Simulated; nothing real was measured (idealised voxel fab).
Proc. module: voxel ribs on slabs
Cross-section cut: width 180 nm, square cells of 5 nm.
Cross-section layout: square cells on a grid; listed as bands, top to bottom; a band spans one or more cell rows.
It is stipulated that each band's entry specify, in nanometres, the height of the top of the band and then that of its bottom, followed by the materials of the band in left-to-right sequence, each together with its width in nanometres. A single material marked by the word "everywhere" is understood to fill the band from edge to edge; the word "empty" is understood to denote empty space.
Zero point of the height axis is 0; under it, received wafer = one material. Lowest band: continues down indefinitely, "0 down".
Read "30->40" as a graded width: first number on top, second number at the bottom, same change between each pair of neighbouring rows.
Where a step carries "left unchanged", the cross-section came out of it unchanged, cell for cell.
Under "Listed closed voids" you'll find the enclosed gaps, the ones with no way out to the top, that are 8 cells or bigger; each reads width x height at distance, with distance counted from the left edge, everything in nm.
Heads up: the bit after the settings on a step's line is the simulator's remark on that step.
Each step line may optionally specify "overlay nm", which for a step with a mask gives the rightward distance between the mask's planned place and where it lay, a negative value indicating the leftward direction.

Process steps foreseen in the plan
1) RECEIVE: material Si
2) DIRECTIONAL_DEP: material SiO2, thk nm 30
3) DIRECTIONAL_DEP: material SiN, thk nm 25
4) DIRECTIONAL_DEP: material aC, thk nm 15
5) PATTERN: tone cover, mask id RIB, material resist, width nm 25, thk nm 35, overlay nm 0
6) DIRECTIONAL_ETCH: etch materials aC, depth nm 15
7) STRIP: etch materials resist
8) DIRECTIONAL_ETCH: etch materials SiN, depth nm 5
9) STRIP: etch materials aC
10) PATTERN: tone cover, mask id SLAB, material resist, width nm 65, thk nm 15, overlay nm 0
11) DIRECTIONAL_ETCH: etch materials SiN, depth nm 20
12) STRIP: etch materials resist
13) FILL_DEP: material SiO2, thk nm 25
14) CMP: height nm 75
15) DIRECTIONAL_DEP: material TiN, thk nm 10
16) MASKED_ETCH: tone cover, mask id HEATER, width nm 35, etch materials TiN, depth nm 10, overlay nm 0
17) CONFORMAL_DEP: material SiN, thk nm 10

Here's what the wafer looked like in cross-section when it arrived - that's after step 1
- 0 down | Si everywhere
- Listed closed voids: none

First wafer of two, sectioned at end of module; run went per plan
- 95 to 85 | empty (60), SiN (55), empty (65)
- 85 to 75 | SiN (70), TiN (35), SiN (75)
- 75 to 55 | SiO2 everywhere
- 55 to 50 | SiO2 (75), SiN (25), SiO2 (80)
- 50 to 30 | SiO2 (55), SiN (65), SiO2 (60)
- 30 to 0 | SiO2 everywhere
- 0 down | Si everywhere
- Listed closed voids: none

Cross-section at end of module for the second wafer of two, which matched the first in starting point and plan and differed by one mistake in its processing
- 100 to 90 | empty (55), SiN (65), empty (60)
- 90 to 85 | SiN everywhere
- 85 to 75 | SiN (70), TiN (35), SiN (75)
- 75 to 55 | SiO2 everywhere
- 55 to 50 | SiO2 (75), SiN (25), SiO2 (80)
- 50 to 30 | SiO2 (55), SiN (65), SiO2 (60)
- 30 to 0 | SiO2 everywhere
- 0 down | Si everywhere
- Listed closed voids: none
What broke from the plan during processing? step 17 went in with a setting other than planned; the actual run was CONFORMAL_DEP: material SiN, thk nm 15
Materials where the second wafer ends with more or fewer cells than the first: +40 SiN
